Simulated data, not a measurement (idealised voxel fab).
Presented below is a process module, voxel self aligned contacts.
Cross-sectional view cut (width: 195 nm; square cell size: 5 nm).
A cross-section is a grid of square cells, given in bands from the top down. A band is one or more rows of cells. Band: top height; bottom height; in nm. Then, left to right: material with width in nm, for each material. "full width": a single material spanning edge to edge. "empty": empty space. The reference from which all heights are counted is 0, the level beneath which the as-received wafer is entirely one material; the lowest band, having no lower bound, proceeds downward and is written after the example "0 -> down". When a width is written as two numbers, as in "30->40", the first number is the width in the top row of cells of the band and the second is the width in its bottom row, and the width changes by the same amount from each row to the next. When a step is marked "nothing got changed", none of the cells in the cross-section changed during that step. For the entry "Closed empty spaces", the listed items are empty spaces with no open way to the top whose size is 8 cells or more; each item follows the pattern width x height at distance, where distance is from the left edge and all three are in nm. The remark found on a step's line after its settings is issued by the simulator itself and pertains to that step. overlay nm, on a step with a mask: how far to the right of its planned place the mask lay; to the left if negative.
THE STEPS PLANNED FOR THE PROCESS ARE AS FOLLOWS
1: RECEIVE: material Si
2: CONFORMAL_DEP: material SiO2, thk nm 5
3: DIRECTIONAL_DEP: material polySi, thk nm 25
4: DIRECTIONAL_DEP: material SiN, thk nm 25
5: DIRECTIONAL_DEP: material aC, thk nm 15
6: PATTERN: tone cover, mask id GATE, material resist, width nm 25, pitch nm 65, thk nm 35, overlay nm 0
7: DIRECTIONAL_ETCH: etch materials aC, depth nm 15
8: STRIP: etch materials resist
9: DIRECTIONAL_ETCH: etch materials SiN, depth nm 25
10: DIRECTIONAL_ETCH: etch materials polySi, depth nm 25
11: STRIP: etch materials aC
12: CONFORMAL_DEP: material SiN, thk nm 10
13: DIRECTIONAL_ETCH: etch materials SiN, depth nm 10
14: FILL_DEP: material SiO2, thk nm 15
15: CMP: height nm 60
16: MASKED_ETCH: tone open, mask id CONTACT, width nm 50, etch materials SiO2, depth nm 60, overlay nm 0
17: CONFORMAL_DEP: material TiN, thk nm 5
18: FILL_DEP: material Ru, thk nm 5
19: CMP: height nm 60
20: CONFORMAL_DEP: material SiN, thk nm 5
THE FIRST OF THE TWO WAFERS, WHICH RAN AS PLANNED
DELIVERED WAFER IN CROSS-SECTION: STATE AFTER STEP 1
> 0 -> down  Si full width
> Closed empty spaces: none
UPON COMPLETION OF STEP 2, THE WAFER APPEARS IN CROSS-SECTION AS SHOWN
> 5 -> 0  SiO2 full width
> Unchanged below 0.
UPON COMPLETION OF STEP 3, THE WAFER APPEARS IN CROSS-SECTION AS SHOWN
> 30 -> 5  polySi full width
> Unchanged below 5.
UPON COMPLETION OF STEP 4, THE WAFER APPEARS IN CROSS-SECTION AS SHOWN
> 55 -> 30  SiN full width
> Unchanged below 30.
UPON COMPLETION OF STEP 5, THE WAFER APPEARS IN CROSS-SECTION AS SHOWN
> 70 -> 55  aC full width
> Unchanged below 55.
UPON COMPLETION OF STEP 6, THE WAFER APPEARS IN CROSS-SECTION AS SHOWN
> 105 -> 70  50 nm empty  25 nm resist  40 nm empty  25 nm resist  55 nm empty
> Unchanged below 70.
UPON COMPLETION OF STEP 7, THE WAFER APPEARS IN CROSS-SECTION AS SHOWN
> 90 -> 70  50 nm empty  25 nm resist  40 nm empty  25 nm resist  55 nm empty
> 70 -> 55  50 nm empty  25 nm aC  40 nm empty  25 nm aC  55 nm empty
> Unchanged below 55.
UPON COMPLETION OF STEP 8, THE WAFER APPEARS IN CROSS-SECTION AS SHOWN
> 70 -> 55  50 nm empty  25 nm aC  40 nm empty  25 nm aC  55 nm empty
> Unchanged below 55.
UPON COMPLETION OF STEP 9, THE WAFER APPEARS IN CROSS-SECTION AS SHOWN
> 70 -> 55  50 nm empty  25 nm aC  40 nm empty  25 nm aC  55 nm empty
> 55 -> 30  50 nm empty  25 nm SiN  40 nm empty  25 nm SiN  55 nm empty
> Unchanged below 30.
UPON COMPLETION OF STEP 10, THE WAFER APPEARS IN CROSS-SECTION AS SHOWN
> 70 -> 55  50 nm empty  25 nm aC  40 nm empty  25 nm aC  55 nm empty
> 55 -> 30  50 nm empty  25 nm SiN  40 nm empty  25 nm SiN  55 nm empty
> 30 -> 5  50 nm empty  25 nm polySi  40 nm empty  25 nm polySi  55 nm empty
> Unchanged below 5.
UPON COMPLETION OF STEP 11, THE WAFER APPEARS IN CROSS-SECTION AS SHOWN
> 55 -> 30  50 nm empty  25 nm SiN  40 nm empty  25 nm SiN  55 nm empty
> Unchanged below 30.
UPON COMPLETION OF STEP 12, THE WAFER APPEARS IN CROSS-SECTION AS SHOWN
> 65 -> 30  40 nm empty  45 nm SiN  20 nm empty  45 nm SiN  45 nm empty
> 30 -> 15  40 nm empty  10 nm SiN  25 nm polySi  10 nm SiN  20 nm empty  10 nm SiN  25 nm polySi  10 nm SiN  45 nm empty
> 15 -> 5  50 nm SiN  25 nm polySi  40 nm SiN  25 nm polySi  55 nm SiN
> Unchanged below 5.
UPON COMPLETION OF STEP 13, THE WAFER APPEARS IN CROSS-SECTION AS SHOWN
> 55 -> 30  40 nm empty  45 nm SiN  20 nm empty  45 nm SiN  45 nm empty
> 30 -> 5  40 nm empty  10 nm SiN  25 nm polySi  10 nm SiN  20 nm empty  10 nm SiN  25 nm polySi  10 nm SiN  45 nm empty
> Unchanged below 5.
UPON COMPLETION OF STEP 14, THE WAFER APPEARS IN CROSS-SECTION AS SHOWN
> 70 -> 55  SiO2 full width
> 55 -> 30  40 nm SiO2  45 nm SiN  20 nm SiO2  45 nm SiN  45 nm SiO2
> 30 -> 5  40 nm SiO2  10 nm SiN  25 nm polySi  10 nm SiN  20 nm SiO2  10 nm SiN  25 nm polySi  10 nm SiN  45 nm SiO2
> Unchanged below 5.
UPON COMPLETION OF STEP 15, THE WAFER APPEARS IN CROSS-SECTION AS SHOWN
> 60 -> 55  SiO2 full width
> Unchanged below 55.
UPON COMPLETION OF STEP 16, THE WAFER APPEARS IN CROSS-SECTION AS SHOWN
> 60 -> 55  70 nm SiO2  50 nm empty  75 nm SiO2
> 55 -> 30  40 nm SiO2  45 nm SiN  20 nm empty  45 nm SiN  45 nm SiO2
> 30 -> 5  40 nm SiO2  10 nm SiN  25 nm polySi  10 nm SiN  20 nm empty  10 nm SiN  25 nm polySi  10 nm SiN  45 nm SiO2
> 5 -> 0  85 nm SiO2  20 nm empty  90 nm SiO2
> Unchanged below 0.
UPON COMPLETION OF STEP 17, THE WAFER APPEARS IN CROSS-SECTION AS SHOWN
> 65 -> 60  75 nm TiN  40 nm empty  80 nm TiN
> 60 -> 55  70 nm SiO2  20 nm TiN  10 nm empty  20 nm TiN  75 nm SiO2
> 55 -> 30  40 nm SiO2  45 nm SiN  5 nm TiN  10 nm empty  5 nm TiN  45 nm SiN  45 nm SiO2
> 30 -> 5  40 nm SiO2  10 nm SiN  25 nm polySi  10 nm SiN  5 nm TiN  10 nm empty  5 nm TiN  10 nm SiN  25 nm polySi  10 nm SiN  45 nm SiO2
> 5 -> 0  85 nm SiO2  20 nm TiN  90 nm SiO2
> Unchanged below 0.
UPON COMPLETION OF STEP 18, THE WAFER APPEARS IN CROSS-SECTION AS SHOWN
> 70 -> 65  Ru full width
> 65 -> 60  75 nm TiN  40 nm Ru  80 nm TiN
> 60 -> 55  70 nm SiO2  20 nm TiN  10 nm Ru  20 nm TiN  75 nm SiO2
> 55 -> 30  40 nm SiO2  45 nm SiN  5 nm TiN  10 nm Ru  5 nm TiN  45 nm SiN  45 nm SiO2
> 30 -> 5  40 nm SiO2  10 nm SiN  25 nm polySi  10 nm SiN  5 nm TiN  10 nm Ru  5 nm TiN  10 nm SiN  25 nm polySi  10 nm SiN  45 nm SiO2
> Unchanged below 5.
UPON COMPLETION OF STEP 19, THE WAFER APPEARS IN CROSS-SECTION AS SHOWN
> 60 -> 55  70 nm SiO2  20 nm TiN  10 nm Ru  20 nm TiN  75 nm SiO2
> Unchanged below 55.
UPON COMPLETION OF STEP 20, THE WAFER APPEARS IN CROSS-SECTION AS SHOWN
> 65 -> 60  SiN full width
> Unchanged below 60.
NOTES, SECOND WAFER: START = FIRST WAFER'S, PLAN = FIRST WAFER'S, EXECUTION HAD ONE MISTAKE; HISTORY IDENTICAL TO FIRST THROUGH STEP 2
CROSS-SECTIONAL REPRESENTATION OF THE SECOND WAFER AT THE TIME DESIGNATED IN THE PLAN FOR THE COMPLETION OF STEP 3
> 55 -> 5  polySi full width
> Unchanged below 5.
CROSS-SECTIONAL REPRESENTATION OF THE SECOND WAFER AT THE TIME DESIGNATED IN THE PLAN FOR THE COMPLETION OF STEP 4
> 80 -> 55  SiN full width
> Unchanged below 55.
CROSS-SECTIONAL REPRESENTATION OF THE SECOND WAFER AT THE TIME DESIGNATED IN THE PLAN FOR THE COMPLETION OF STEP 5
> 95 -> 80  aC full width
> Unchanged below 80.
CROSS-SECTIONAL REPRESENTATION OF THE SECOND WAFER AT THE TIME DESIGNATED IN THE PLAN FOR THE COMPLETION OF STEP 6
> 130 -> 95  50 nm empty  25 nm resist  40 nm empty  25 nm resist  55 nm empty
> Unchanged below 95.
CROSS-SECTIONAL REPRESENTATION OF THE SECOND WAFER AT THE TIME DESIGNATED IN THE PLAN FOR THE COMPLETION OF STEP 7
> 115 -> 95  50 nm empty  25 nm resist  40 nm empty  25 nm resist  55 nm empty
> 95 -> 80  50 nm empty  25 nm aC  40 nm empty  25 nm aC  55 nm empty
> Unchanged below 80.
CROSS-SECTIONAL REPRESENTATION OF THE SECOND WAFER AT THE TIME DESIGNATED IN THE PLAN FOR THE COMPLETION OF STEP 8
> 95 -> 80  50 nm empty  25 nm aC  40 nm empty  25 nm aC  55 nm empty
> Unchanged below 80.
CROSS-SECTIONAL REPRESENTATION OF THE SECOND WAFER AT THE TIME DESIGNATED IN THE PLAN FOR THE COMPLETION OF STEP 9
> 95 -> 80  50 nm empty  25 nm aC  40 nm empty  25 nm aC  55 nm empty
> 80 -> 55  50 nm empty  25 nm SiN  40 nm empty  25 nm SiN  55 nm empty
> Unchanged below 55.
CROSS-SECTIONAL REPRESENTATION OF THE SECOND WAFER AT THE TIME DESIGNATED IN THE PLAN FOR THE COMPLETION OF STEP 10
> 95 -> 80  50 nm empty  25 nm aC  40 nm empty  25 nm aC  55 nm empty
> 80 -> 55  50 nm empty  25 nm SiN  40 nm empty  25 nm SiN  55 nm empty
> 55 -> 30  50 nm empty  25 nm polySi  40 nm empty  25 nm polySi  55 nm empty
> Unchanged below 30.
CROSS-SECTIONAL REPRESENTATION OF THE SECOND WAFER AT THE TIME DESIGNATED IN THE PLAN FOR THE COMPLETION OF STEP 11
> 80 -> 55  50 nm empty  25 nm SiN  40 nm empty  25 nm SiN  55 nm empty
> Unchanged below 55.
CROSS-SECTIONAL REPRESENTATION OF THE SECOND WAFER AT THE TIME DESIGNATED IN THE PLAN FOR THE COMPLETION OF STEP 12
> 90 -> 55  40 nm empty  45 nm SiN  20 nm empty  45 nm SiN  45 nm empty
> 55 -> 40  40 nm empty  10 nm SiN  25 nm polySi  10 nm SiN  20 nm empty  10 nm SiN  25 nm polySi  10 nm SiN  45 nm empty
> 40 -> 30  50 nm SiN  25 nm polySi  40 nm SiN  25 nm polySi  55 nm SiN
> Unchanged below 30.
CROSS-SECTIONAL REPRESENTATION OF THE SECOND WAFER AT THE TIME DESIGNATED IN THE PLAN FOR THE COMPLETION OF STEP 13
> 80 -> 55  40 nm empty  45 nm SiN  20 nm empty  45 nm SiN  45 nm empty
> 55 -> 30  40 nm empty  10 nm SiN  25 nm polySi  10 nm SiN  20 nm empty  10 nm SiN  25 nm polySi  10 nm SiN  45 nm empty
> Unchanged below 30.
CROSS-SECTIONAL REPRESENTATION OF THE SECOND WAFER AT THE TIME DESIGNATED IN THE PLAN FOR THE COMPLETION OF STEP 14
> 95 -> 80  SiO2 full width
> 80 -> 55  40 nm SiO2  45 nm SiN  20 nm SiO2  45 nm SiN  45 nm SiO2
> 55 -> 30  40 nm SiO2  10 nm SiN  25 nm polySi  10 nm SiN  20 nm SiO2  10 nm SiN  25 nm polySi  10 nm SiN  45 nm SiO2
> Unchanged below 30.
CROSS-SECTIONAL REPRESENTATION OF THE SECOND WAFER AT THE TIME DESIGNATED IN THE PLAN FOR THE COMPLETION OF STEP 15
> 60 -> 55  40 nm SiO2  45 nm SiN  20 nm SiO2  45 nm SiN  45 nm SiO2
> Unchanged below 55.
CROSS-SECTIONAL REPRESENTATION OF THE SECOND WAFER AT THE TIME DESIGNATED IN THE PLAN FOR THE COMPLETION OF STEP 16
> 60 -> 55  40 nm SiO2  45 nm SiN  20 nm empty  45 nm SiN  45 nm SiO2
> 55 -> 30  40 nm SiO2  10 nm SiN  25 nm polySi  10 nm SiN  20 nm empty  10 nm SiN  25 nm polySi  10 nm SiN  45 nm SiO2
> Unchanged below 30.
CROSS-SECTIONAL REPRESENTATION OF THE SECOND WAFER AT THE TIME DESIGNATED IN THE PLAN FOR THE COMPLETION OF STEP 17
> 65 -> 60  90 nm TiN  10 nm empty  95 nm TiN
> 60 -> 55  40 nm SiO2  45 nm SiN  5 nm TiN  10 nm empty  5 nm TiN  45 nm SiN  45 nm SiO2
> 55 -> 35  40 nm SiO2  10 nm SiN  25 nm polySi  10 nm SiN  5 nm TiN  10 nm empty  5 nm TiN  10 nm SiN  25 nm polySi  10 nm SiN  45 nm SiO2
> 35 -> 30  40 nm SiO2  10 nm SiN  25 nm polySi  10 nm SiN  20 nm TiN  10 nm SiN  25 nm polySi  10 nm SiN  45 nm SiO2
> Unchanged below 30.
CROSS-SECTIONAL REPRESENTATION OF THE SECOND WAFER AT THE TIME DESIGNATED IN THE PLAN FOR THE COMPLETION OF STEP 18
> 70 -> 65  Ru full width
> 65 -> 60  90 nm TiN  10 nm Ru  95 nm TiN
> 60 -> 55  40 nm SiO2  45 nm SiN  5 nm TiN  10 nm Ru  5 nm TiN  45 nm SiN  45 nm SiO2
> 55 -> 35  40 nm SiO2  10 nm SiN  25 nm polySi  10 nm SiN  5 nm TiN  10 nm Ru  5 nm TiN  10 nm SiN  25 nm polySi  10 nm SiN  45 nm SiO2
> Unchanged below 35.
CROSS-SECTIONAL REPRESENTATION OF THE SECOND WAFER AT THE TIME DESIGNATED IN THE PLAN FOR THE COMPLETION OF STEP 19
> 60 -> 55  40 nm SiO2  45 nm SiN  5 nm TiN  10 nm Ru  5 nm TiN  45 nm SiN  45 nm SiO2
> Unchanged below 55.
CROSS-SECTIONAL REPRESENTATION OF THE SECOND WAFER AT THE TIME DESIGNATED IN THE PLAN FOR THE COMPLETION OF STEP 20
> 65 -> 60  SiN full width
> Unchanged below 60.
What went wrong in running the wafer? yeah, plan step 3 got run twice
Counted in cells at the end, the second wafer holds more or fewer of these materials than the first: 12 fewer of Ru; 72 fewer of SiN; 93 fewer of SiO2; 18 fewer of TiN; 195 more of polySi
